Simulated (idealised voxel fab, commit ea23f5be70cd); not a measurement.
process module | voxel tone inversion
For reference, the cross-section in this document is cut, with width 210 nm and square cells of 5 nm.
In what follows, cross-sections appear as grids of square cells, described through bands that run from the top down, where every band is one or more rows of cells.
For a band, the entry starts with two heights in nm, that of the top and then that of the bottom, and carries on with the band's materials in order from left to right, each alongside its width in nm; the word "all across" beside a single material means it fills the band edge to edge, and "blank" means empty space.
We count height from 0. Below that, the starting wafer is all one material. The lowest band never ends at the bottom but goes on down; see "from 0 down" for how that is written.
With a width like "30..40", each row of cells in the band differs from the next by the same amount, the top row carrying the first number and the bottom row the second.
For the purposes of this document, the phrase "remains unaltered" attached to a step denotes that no cell within the cross-section was modified by that step.
"Fully closed voids" - sealed voids, min. 8 cells, no opening to top; format: width x height at distance (distance from left edge; nm throughout).
What comes after the settings on a step's line is commentary from the simulator itself on that step.
overlay nm: mask offset rightward from planned place, masked step; negative means leftward offset.
# These are the steps we planned for the process
1. RECEIVE (material Si)
2. CONFORMAL_DEP (material SiN; thk nm 10)
3. DIRECTIONAL_DEP (material aC; thk nm 25)
4. PATTERN (tone cover; mask id POSTS; material resist; width nm 15; pitch nm 45; thk nm 30; overlay nm 0)
5. DIRECTIONAL_ETCH (etch materials aC; depth nm 25)
6. STRIP (etch materials resist)
7. FILL_DEP (material lowk; thk nm 5)
8. CMP (height nm 35)
9. STRIP (etch materials aC)
# As received (post step 1): cross-section
  from 0 down = Si all across
  Fully closed voids: none
# Result of the module, cross-sectioned: start per above, plan per above, one error in how it was run
  from 35 to 10 = lowk 75 / blank 20 / lowk 25 / blank 20 / lowk 70
  from 10 to 0 = SiN all across
  from 0 down = Si all across
  Fully closed voids: none
What was done differently from what was planned? step 4 did not use the planned setting and instead ran as PATTERN (tone cover; mask id POSTS; material resist; width nm 20; pitch nm 45; thk nm 30; overlay nm 0)
